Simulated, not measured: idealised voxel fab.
The document below concerns the process module designated voxel capacitor over wiring.
This is section cut - it's 265 nm across, gridded in 5 nm square cells.
Think of the cross-section as a grid of square cells. We describe it in bands, top to bottom, and each band covers one or more rows of those cells.
Top, bottom (nm), then materials left to right with widths (nm); lone material tagged "full width" fills the whole band edge to edge; "air" = empty space.
Counting heights begins at 0, where everything beneath is, in the wafer as received, one material. The lowest band has no bottom; it goes on downwards, as "0 down" shows.
The expression "30->40" gives the width at the extremes of the band, the first number at its top row of cells and the second at its bottom row, with the width changing by equal amounts from each row to the next in between.
It should be understood that the words "stayed the same", when stated for a given step, signify that the cross-section underwent no change in any of its cells during that step.
If an empty space has no open way to the top and is at least 8 cells in size, "Enclosed voids" lists it, written width x height at distance, where distance is measured from the left edge and every value is in nm.
Whatever follows a step's settings on its line is a remark the simulator itself makes about that step.
For masked steps, "overlay nm" on the step line gives how far right of plan the mask actually lay; a minus sign means it lay to the left.

-- The following list gives the planned process steps
| 1 | op RECEIVE | material Si |
| 2 | op CONFORMAL_DEP | material SiO2 | thk nm 15 |
| 3 | op CONFORMAL_DEP | material SiN | thk nm 5 |
| 4 | op DIRECTIONAL_DEP | material SiO2 | thk nm 25 |
| 5 | op MASKED_ETCH | tone open | mask id METAL_1 | width nm 30 | pitch nm 90 | etch materials SiO2 | depth nm 25 | overlay nm 0 |
| 6 | op MASKED_ETCH | tone open | mask id METAL_1 | width nm 30 | pitch nm 90 | etch materials SiN | depth nm 5 | overlay nm 0 |
| 7 | op CONFORMAL_DEP | material TiN | thk nm 5 |
| 8 | op FILL_DEP | material Cu | thk nm 10 |
| 9 | op CMP | height nm 45 |
| 10 | op CONFORMAL_DEP | material SiCN | thk nm 5 |
| 11 | op DIRECTIONAL_DEP | material SiO2 | thk nm 15 |
| 12 | op PATTERN | tone open | mask id PLUG_1 | material resist | width nm 15 | thk nm 15 | overlay nm 0 |
| 13 | op DIRECTIONAL_ETCH | etch materials SiO2 | depth nm 15 |
| 14 | op DIRECTIONAL_ETCH | etch materials SiCN | depth nm 5 |
| 15 | op STRIP | etch materials resist |
| 16 | op EPI | material Ru | thk nm 10 |
| 17 | op EPI | material Ru | thk nm 10 |
| 18 | op DIRECTIONAL_DEP | material TiN | thk nm 5 |
| 19 | op DIRECTIONAL_DEP | material HfO2 | thk nm 5 |
| 20 | op DIRECTIONAL_DEP | material TiN | thk nm 10 |
| 21 | op PATTERN | tone cover | mask id UPPER_PLATE | material resist | width nm 65 | thk nm 15 | overlay nm 0 |
| 22 | op DIRECTIONAL_ETCH | etch materials TiN | depth nm 10 |
| 23 | op DIRECTIONAL_ETCH | etch materials HfO2 | depth nm 5 |
| 24 | op STRIP | etch materials resist |
| 25 | op PATTERN | tone cover | mask id LOWER_PLATE | material resist | width nm 75 | thk nm 15 | overlay nm 0 |
| 26 | op DIRECTIONAL_ETCH | etch materials TiN | depth nm 5 |
| 27 | op STRIP | etch materials resist |
| 28 | op FILL_DEP | material SiO2 | thk nm 15 |
| 29 | op CMP | height nm 95 |
| 30 | op PATTERN | tone open | mask id PLUG_2 | material resist | width nm 15 | thk nm 20 | overlay nm 0 |
| 31 | op DIRECTIONAL_ETCH | etch materials SiO2 | depth nm 10 |
| 32 | op STRIP | etch materials resist |
| 33 | op CONFORMAL_DEP | material TiN | thk nm 5 |
| 34 | op FILL_DEP | material Cu | thk nm 10 |
| 35 | op CMP | height nm 95 |
| 36 | op CONFORMAL_DEP | material SiN | thk nm 5 |

-- Wafer cross-section on receipt, i.e. after step 1
0 down = Si full width
Enclosed voids: none

-- Cross-sectional view of the first of the two wafers upon completion of the module, processed in accordance with the plan
100 to 95 = SiN full width
95 to 90 = SiO2: 95, then TiN: 5, then Cu: 5, then TiN: 5, then SiO2: 155
90 to 85 = SiO2: 95, then TiN: 15, then SiO2: 155
85 to 75 = SiO2: 85, then TiN: 65, then SiO2: 115
75 to 70 = SiO2: 85, then HfO2: 65, then SiO2: 115
70 to 65 = SiO2: 80, then TiN: 75, then SiO2: 110
65 to 50 = SiO2: 85, then Ru: 15, then SiO2: 165
50 to 45 = SiCN: 85, then Ru: 15, then SiCN: 165
45 to 20 = SiO2: 70, then TiN: 5, then Cu: 20, then TiN: 5, then SiO2: 60, then TiN: 5, then Cu: 20, then TiN: 5, then SiO2: 75
20 to 15 = SiN: 70, then TiN: 30, then SiN: 60, then TiN: 30, then SiN: 75
15 to 0 = SiO2 full width
0 down = Si full width
Enclosed voids: none

-- Wafer two, sectioned after the module: the first wafer's start, the first wafer's plan, and one mistake in how it was run
100 to 95 = SiN full width
95 to 90 = SiO2: 100, then TiN: 5, then Cu: 5, then TiN: 5, then SiO2: 150
90 to 85 = SiO2: 100, then TiN: 15, then SiO2: 150
85 to 75 = SiO2: 85, then TiN: 65, then SiO2: 115
75 to 70 = SiO2: 85, then HfO2: 65, then SiO2: 115
70 to 65 = SiO2: 80, then TiN: 75, then SiO2: 110
65 to 50 = SiO2: 85, then Ru: 15, then SiO2: 165
50 to 45 = SiCN: 85, then Ru: 15, then SiCN: 165
45 to 20 = SiO2: 70, then TiN: 5, then Cu: 20, then TiN: 5, then SiO2: 60, then TiN: 5, then Cu: 20, then TiN: 5, then SiO2: 75
20 to 15 = SiN: 70, then TiN: 30, then SiN: 60, then TiN: 30, then SiN: 75
15 to 0 = SiO2 full width
0 down = Si full width
Enclosed voids: none
What was done differently from what was planned? step 30 ran differently from the plan; actual operation with settings: op PATTERN | tone open | mask id PLUG_2 | material resist | width nm 15 | thk nm 20 | overlay nm 5
Matching per-material cell counts, mismatched positions: that is how the second wafer compares with the first at the end.
